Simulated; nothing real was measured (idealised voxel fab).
The name of this process module is voxel ribs on slabs.
Section shown: cut. Width: 160 nm. Cell size: 5 nm, square.
Cross-section layout: square cells on a grid; listed as bands, top to bottom; a band spans one or more cell rows.
Band: top and bottom heights (nm) first, top before bottom; then materials from left to right, widths in nm. "throughout" marks a sole material filling the band edge to edge. "blank" denotes empty space.
Height is counted from the level 0, under which the received wafer is composed throughout of one material. The lowest of the bands is not closed at the bottom but continues downward, in the notation "0..down".
The notation "30..40" denotes a width that varies across the rows of cells in the band, beginning at the first number in the top row, finishing at the second number in the bottom row, and changing by an identical amount from each row to the next.
Where the words "nothing got changed" appear for a step, the cross-section shows no cell changed by that step; every cell remained as before.
In the "Completely enclosed voids" entry, you get each enclosed empty space of 8 cells or more, one with no open way to the top, written width x height at distance, distance from the left edge, in nm.
Where a step's line continues beyond its settings, the continuation is a remark by the simulator itself on that step.
If you see "overlay nm" on a step's line and that step has a mask, it's telling you how far right of where it was planned the mask ended up; a negative number means it went left instead.
Set out below are the planned steps of the process:
1: op RECEIVE | material Si
2: op DIRECTIONAL_DEP | material SiO2 | thk nm 20
3: op DIRECTIONAL_DEP | material polySi | thk nm 20
4: op PATTERN | tone cover | mask id RIB | material resist | width nm 30 | thk nm 15 | overlay nm 0
5: op DIRECTIONAL_ETCH | etch materials polySi | depth nm 5
6: op STRIP | etch materials resist
7: op PATTERN | tone cover | mask id SLAB | material resist | width nm 60 | thk nm 20 | overlay nm 0
8: op DIRECTIONAL_ETCH | etch materials polySi | depth nm 15
9: op STRIP | etch materials resist
10: op FILL_DEP | material SiO2 | thk nm 20
11: op CMP | height nm 50
12: op DIRECTIONAL_DEP | material TiN | thk nm 10
13: op PATTERN | tone cover | mask id HEATER | material resist | width nm 40 | thk nm 15 | overlay nm 0
14: op DIRECTIONAL_ETCH | etch materials TiN | depth nm 10
15: op STRIP | etch materials resist
16: op CONFORMAL_DEP | material SiO2 | thk nm 5
Delivered wafer in cross-section: state after step 1:
    0..down = Si throughout
    Completely enclosed voids: none
Result of the module, cross-sectioned: start per above, plan per above, one error in how it was run:
    60..55 = blank 55 nm, SiO2 50 nm, blank 55 nm
    55..50 = blank 55 nm, SiO2 5 nm, TiN 40 nm, SiO2 5 nm, blank 55 nm
    50..45 = SiO2 60 nm, TiN 40 nm, SiO2 60 nm
    45..40 = SiO2 throughout
    40..35 = SiO2 65 nm, polySi 30 nm, SiO2 65 nm
    35..20 = SiO2 50 nm, polySi 60 nm, SiO2 50 nm
    20..0 = SiO2 throughout
    0..down = Si throughout
    Completely enclosed voids: none
In executing the process, a mistake was made relative to the plan: off-plan run, step 11, actual operation and settings op CMP | height nm 45
